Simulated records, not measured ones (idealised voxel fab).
The following process module bears the name voxel lift off.
Cross-section cut spans 210 nm and uses square cells 5 nm in size.
A cross-section in this document is a grid of square cells, and it is written down as bands, the top band listed before the ones below it; a band is made up of one or more rows of cells. A band entry consists of two parts. The first gives the height of the band's top and the height of its bottom, in nm. The rest lists the band's materials from left to right, each with its width in nm. A single material labelled with the word "everywhere" fills the band from edge to edge, and the word "air" marks empty space. Height reference: 0 = level under which incoming wafer is all one material. Lowest band: no bottom, runs on downward, e.g. "0..down". Read "30 to 40" as a graded width: first number on top, second number at the bottom, same change between each pair of neighbouring rows. "same as before", as given for a step, is the statement that not any cell of the cross-section underwent a change during that step. Closed-off voids of 8+ cells (no open route to the top) go in "Closed void entries", written width x height at distance from the left edge, in nm. Where a step's line continues beyond its settings, the continuation is a remark by the simulator itself on that step. "overlay nm" answers the question of how far to the right of plan the mask lay on a step that has a mask, and when it is negative the answer is to the left.
# Steps in the process plan
1 RECEIVE, material Si
2 CONFORMAL_DEP, material Al2O3, thk nm 15
3 PATTERN, tone open, mask id LINES, material resist, width nm 30, pitch nm 50, thk nm 30, overlay nm 0
4 DIRECTIONAL_DEP, material Ru, thk nm 15
5 STRIP, etch materials resist
6 CONFORMAL_DEP, material SiO2, thk nm 10
# Cross-section: wafer on arrival = after step 1
* 0..down  Si everywhere
* Closed void entries: none
# The plan above was carried out on the starting structure above with one mistake, and this cross-section shows the wafer at the end of the module
* 25..15  30 air, then 150 SiO2, then 30 air
* 15..10  30 air, then 10 SiO2, then 30 Ru, then 20 SiO2, then 30 Ru, then 20 SiO2, then 30 Ru, then 10 SiO2, then 30 air
* 10..0  40 SiO2, then 30 Ru, then 20 SiO2, then 30 Ru, then 20 SiO2, then 30 Ru, then 40 SiO2
* 0..down  Si everywhere
* Closed void entries: none
Short version of what went wrong: step 2 was dropped from the plan's execution and never run
